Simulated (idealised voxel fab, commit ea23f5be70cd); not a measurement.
voxel trench capacitor: a process module
Square cells of 5 nm make up the cross-section cut, whose width is 230 nm.
Throughout this document, each cross-section is represented as a grid of square cells and is presented as a sequence of bands enumerated from the top downward, where a band comprises one or more rows of cells. Top height, bottom height, nm. Materials left to right, width each, nm. Single material + "throughout" = fills band edge to edge. "blank" = empty. Zero point of the height axis is 0; under it, received wafer = one material. Lowest band: continues down indefinitely, "top 0, no bottom". Per-row width for "30->40": begins at first number (top row of band), ends at second number (bottom row), increment between rows held constant. Reading "remains unaltered" for a step: not a cell of the cross-section changed in it. Closed empty spaces (no open way to the top) of 8 cells or more are what "Catalogued sealed voids" lists, each as width x height at distance from the left edge, nm for all three. Read whatever lies past the settings on a step's line as the simulator's own remark about the step. overlay nm: mask right of planned place by this much (step with mask). Neg. = left.
Steps planned for the process:
1) op RECEIVE | material Si
2) op CONFORMAL_DEP | material SiN | thk nm 5
3) op DIRECTIONAL_DEP | material aC | thk nm 5
4) op PATTERN | tone open | mask id TRENCH | material resist | width nm 30 | pitch nm 55 | thk nm 35 | overlay nm 0
5) op DIRECTIONAL_ETCH | etch materials aC | depth nm 15
6) op STRIP | etch materials resist
7) op DIRECTIONAL_ETCH | etch materials SiN | depth nm 5
8) op DIRECTIONAL_ETCH | etch materials Si | depth nm 35
9) op STRIP | etch materials aC
10) op CONFORMAL_DEP | material HfO2 | thk nm 5
11) op CONFORMAL_DEP | material TiN | thk nm 5
12) op FILL_DEP | material W | thk nm 5
13) op CMP | height nm 5
For this document, wafers share an identical start and vary in the step 3 thk nm; the plan quotes the first wafer's value.
First of several wafers, received after step 1, in cross-section:
top 0, no bottom  Si throughout
Catalogued sealed voids: none
Here's the first of several wafers in cross-section, end of the module, after the last step, step 13:
top 5, bottom 0  SiN=15, HfO2=5, TiN=5, W=10, TiN=5, HfO2=5, SiN=25, HfO2=5, TiN=5, W=10, TiN=5, HfO2=5, SiN=25, HfO2=5, TiN=5, W=10, TiN=5, HfO2=5, SiN=25, HfO2=5, TiN=5, W=10, TiN=5, HfO2=5, SiN=20
top 0, bottom -25  Si=15, HfO2=5, TiN=5, W=10, TiN=5, HfO2=5, Si=25, HfO2=5, TiN=5, W=10, TiN=5, HfO2=5, Si=25, HfO2=5, TiN=5, W=10, TiN=5, HfO2=5, Si=25, HfO2=5, TiN=5, W=10, TiN=5, HfO2=5, Si=20
top -25, bottom -30  Si=15, HfO2=5, TiN=20, HfO2=5, Si=25, HfO2=5, TiN=20, HfO2=5, Si=25, HfO2=5, TiN=20, HfO2=5, Si=25, HfO2=5, TiN=20, HfO2=5, Si=20
top -30, bottom -35  Si=15, HfO2=30, Si=25, HfO2=30, Si=25, HfO2=30, Si=25, HfO2=30, Si=20
top -35, no bottom  Si throughout
Catalogued sealed voids: none
last wafer at the end:
top 5, bottom 0  SiN throughout
top 0, no bottom  Si throughout
Catalogued sealed voids: none
End of module, by wafer: material-by-material cell gain (+) or loss (-) since receipt, then closed voids:
thk nm 5; +80 HfO2; -168 Si; +22 SiN; +64 TiN; +48 W; Catalogued sealed voids: none
thk nm 10; +80 HfO2; -168 Si; +22 SiN; +64 TiN; +48 W; Catalogued sealed voids: none
thk nm 15; +80 HfO2; -168 Si; +22 SiN; +64 TiN; +48 W; Catalogued sealed voids: none
thk nm 20; +46 SiN; Catalogued sealed voids: none
thk nm 25; +46 SiN; Catalogued sealed voids: none
thk nm 30; +46 SiN; Catalogued sealed voids: none
